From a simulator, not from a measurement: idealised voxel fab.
Module name: voxel self aligned contacts (process module)
Xsec cut, 265 nm wide, square cell size 5 nm.
We lay out every cross-section as a grid of square cells and spell it out in bands from the top down, where one band means one or more rows of cells.
Top, bottom (nm), then materials left to right with widths (nm); lone material tagged "everywhere" fills the whole band edge to edge; "air" = empty space.
Basically, 0 is our baseline, since under it the wafer straight out of the box is all one material. The bottom band has no lower end and keeps on going down, so it looks like "z 0 and below".
Width "30 to 40": first value at the band's top row of cells, second value at its bottom row, equal change from row to row.
"all unchanged", as given for a step, is the statement that not any cell of the cross-section underwent a change during that step.
"Fully sealed voids" enumerates empty spaces isolated from the top, with no open way to it, that contain at least 8 cells, giving each as width x height at distance from the left edge, all three in nm.
Past the settings on a step's line: simulator remark, on that step.
"overlay nm" answers the question of how far to the right of plan the mask lay on a step that has a mask, and when it is negative the answer is to the left.
### Listed below are the process steps as planned
1: RECEIVE,material Si
2: CONFORMAL_DEP,material SiO2,thk nm 5
3: DIRECTIONAL_DEP,material polySi,thk nm 20
4: DIRECTIONAL_DEP,material SiN,thk nm 15
5: PATTERN,tone cover,mask id GATE,material resist,width nm 35,pitch nm 70,thk nm 15,overlay nm 0
6: DIRECTIONAL_ETCH,etch materials SiN,depth nm 15
7: DIRECTIONAL_ETCH,etch materials polySi,depth nm 20
8: STRIP,etch materials resist
9: CONFORMAL_DEP,material SiN,thk nm 5
10: DIRECTIONAL_ETCH,etch materials SiN,depth nm 5
11: FILL_DEP,material SiO2,thk nm 10
12: CMP,height nm 45
13: PATTERN,tone open,mask id CONTACT,material resist,width nm 45,thk nm 20,overlay nm 0
14: DIRECTIONAL_ETCH,etch materials SiO2,depth nm 45
15: STRIP,etch materials resist
16: CONFORMAL_DEP,material TiN,thk nm 5
17: FILL_DEP,material W,thk nm 5
18: CMP,height nm 45
19: CONFORMAL_DEP,material SiCN,thk nm 5
Keep in mind the plan's value for the width nm of step 13 comes from the first wafer; the wafers don't share that setting, but they do share the same starting point.
### first wafer as received, after step 1
* z 0 and below: Si everywhere
* Fully sealed voids: none
### End of the module, past its last step, step 19: how the first of several wafers looks in cross-section
* z 50 to 45: SiCN everywhere
* z 45 to 40: SiO2 110 nm / TiN 15 nm / W 15 nm / TiN 15 nm / SiO2 110 nm
* z 40 to 25: SiO2 75 nm / SiN 45 nm / TiN 5 nm / W 15 nm / TiN 5 nm / SiN 45 nm / SiO2 75 nm
* z 25 to 5: SiO2 75 nm / SiN 5 nm / polySi 35 nm / SiN 5 nm / TiN 5 nm / W 15 nm / TiN 5 nm / SiN 5 nm / polySi 35 nm / SiN 5 nm / SiO2 75 nm
* z 5 to 0: SiO2 120 nm / TiN 25 nm / SiO2 120 nm
* z 0 and below: Si everywhere
* Fully sealed voids: none
### Showing the last wafer in cross-section at the end of the module
* z 50 to 45: SiCN everywhere
* z 45 to 40: SiO2 100 nm / TiN 25 nm / W 15 nm / TiN 30 nm / SiO2 95 nm
* z 40 to 25: SiO2 75 nm / SiN 45 nm / TiN 5 nm / W 15 nm / TiN 5 nm / SiN 45 nm / SiO2 75 nm
* z 25 to 5: SiO2 75 nm / SiN 5 nm / polySi 35 nm / SiN 5 nm / TiN 5 nm / W 15 nm / TiN 5 nm / SiN 5 nm / polySi 35 nm / SiN 5 nm / SiO2 75 nm
* z 5 to 0: SiO2 120 nm / TiN 25 nm / SiO2 120 nm
* z 0 and below: Si everywhere
* Fully sealed voids: none
### Note: the following table is arranged by wafer, a row apiece. Each row reports the end-of-module state: per material, cells gained (+) or cells lost (-) compared with the wafer as received; closed voids follow
width nm 45, +53 SiCN, +70 SiN, +302 SiO2, +25 TiN, +24 W, +56 polySi, Fully sealed voids: none
width nm 50, +53 SiCN, +70 SiN, +301 SiO2, +26 TiN, +24 W, +56 polySi, Fully sealed voids: none
width nm 55, +53 SiCN, +70 SiN, +300 SiO2, +27 TiN, +24 W, +56 polySi, Fully sealed voids: none
width nm 60, +53 SiCN, +70 SiN, +299 SiO2, +28 TiN, +24 W, +56 polySi, Fully sealed voids: none
width nm 65, +53 SiCN, +70 SiN, +298 SiO2, +29 TiN, +24 W, +56 polySi, Fully sealed voids: none
width nm 70, +53 SiCN, +70 SiN, +297 SiO2, +30 TiN, +24 W, +56 polySi, Fully sealed voids: none
